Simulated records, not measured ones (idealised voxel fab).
process module | voxel ribs on slabs
cross-section cut | 140 nm wide | cells 5 nm
A cross-section is a grid of square cells, given in bands from the top down. A band is one or more rows of cells.
Each band's line starts with the height of the band's top and of its bottom, in nm. Then come its materials from left to right, each with its width in nm. One material with "throughout" fills the band from edge to edge. "air" is empty space.
Height 0 is the level under which the wafer as received is all one material. The lowest band goes on downwards, as in "0 down".
A width such as "30 to 40" changes by the same amount from each row of cells to the next, from the band's top row to its bottom row.
"no change" after a step means that no cell of the cross-section changed.
closed voids: empty space of 8 cells or more with no open way to the top, each as width x height at its distance from the left edge, in nm
after a step's settings: what the simulator itself notes on the step
overlay nm, on a step with a mask: how far to the right of its planned place the mask lay; to the left if negative
plan
1 op RECEIVE | material Si
2 op DIRECTIONAL_DEP | material SiO2 | thk nm 20
3 op DIRECTIONAL_DEP | material SiN | thk nm 15
4 op DIRECTIONAL_DEP | material aC | thk nm 15
5 op PATTERN | tone cover | mask id RIB | material resist | width nm 25 | thk nm 35 | overlay nm 0
6 op DIRECTIONAL_ETCH | etch materials aC | depth nm 15
7 op STRIP | etch materials resist
8 op DIRECTIONAL_ETCH | etch materials SiN | depth nm 10
9 op STRIP | etch materials aC
10 op DIRECTIONAL_DEP | material aC | thk nm 10
11 op PATTERN | tone cover | mask id SLAB | material resist | width nm 75 | thk nm 30 | overlay nm 0
12 op DIRECTIONAL_ETCH | etch materials aC | depth nm 10
13 op STRIP | etch materials resist
14 op DIRECTIONAL_ETCH | etch materials SiN | depth nm 5
15 op STRIP | etch materials aC
16 op FILL_DEP | material SiO2 | thk nm 20
17 op CMP | height nm 50
18 op DIRECTIONAL_DEP | material W | thk nm 10
19 op MASKED_ETCH | tone cover | mask id HEATER | width nm 35 | etch materials W | depth nm 10 | overlay nm 0
20 op CONFORMAL_DEP | material SiO2 | thk nm 10
first wafer, as planned
as received, after step 1
  0 down: Si throughout
  closed voids: none
after step 2
  20 to 0: SiO2 throughout
  below 0: unchanged
after step 3
  35 to 20: SiN throughout
  below 20: unchanged
after step 4
  50 to 35: aC throughout
  below 35: unchanged
after step 5
  85 to 50: air 55 | resist 25 | air 60
  below 50: unchanged
after step 6
  70 to 50: air 55 | resist 25 | air 60
  50 to 35: air 55 | aC 25 | air 60
  below 35: unchanged
after step 7
  50 to 35: air 55 | aC 25 | air 60
  below 35: unchanged
after step 8
  50 to 35: air 55 | aC 25 | air 60
  35 to 25: air 55 | SiN 25 | air 60
  below 25: unchanged
after step 9
  35 to 25: air 55 | SiN 25 | air 60
  below 25: unchanged
after step 10
  45 to 35: air 55 | aC 25 | air 60
  35 to 25: aC 55 | SiN 25 | aC 60
  below 25: unchanged
after step 11
  75 to 45: air 30 | resist 75 | air 35
  45 to 35: air 30 | resist 25 | aC 25 | resist 25 | air 35
  below 35: unchanged
after step 12
  65 to 45: air 30 | resist 75 | air 35
  45 to 35: air 30 | resist 25 | aC 25 | resist 25 | air 35
  35 to 25: air 30 | aC 25 | SiN 25 | aC 25 | air 35
  below 25: unchanged
after step 13
  45 to 35: air 55 | aC 25 | air 60
  below 35: unchanged
after step 14
  45 to 35: air 55 | aC 25 | air 60
  35 to 25: air 30 | aC 25 | SiN 25 | aC 25 | air 35
  25 to 20: air 30 | SiN 75 | air 35
  below 20: unchanged
after step 15
  35 to 25: air 55 | SiN 25 | air 60
  below 25: unchanged
after step 16
  55 to 35: SiO2 throughout
  35 to 25: SiO2 55 | SiN 25 | SiO2 60
  25 to 20: SiO2 30 | SiN 75 | SiO2 35
  below 20: unchanged
after step 17
  50 to 35: SiO2 throughout
  below 35: unchanged
after step 18
  60 to 50: W throughout
  below 50: unchanged
after step 19
  60 to 50: air 50 | W 35 | air 55
  below 50: unchanged
after step 20
  70 to 60: air 40 | SiO2 55 | air 45
  60 to 50: SiO2 50 | W 35 | SiO2 55
  below 50: unchanged
second wafer: like start, like plan, one mistake. Through step 16 it matches the first wafer
when step 17 should have ended
  45 to 35: SiO2 throughout
  below 35: unchanged
when step 18 should have ended
  55 to 45: W throughout
  below 45: unchanged
when step 19 should have ended
  55 to 45: air 50 | W 35 | air 55
  below 45: unchanged
when step 20 should have ended
  65 to 55: air 40 | SiO2 55 | air 45
  55 to 45: SiO2 50 | W 35 | SiO2 55
  below 45: unchanged
what went wrong: step 17 ran as: op CMP | height nm 45
at the end the second wafer has, in cells: 28 fewer of SiO2
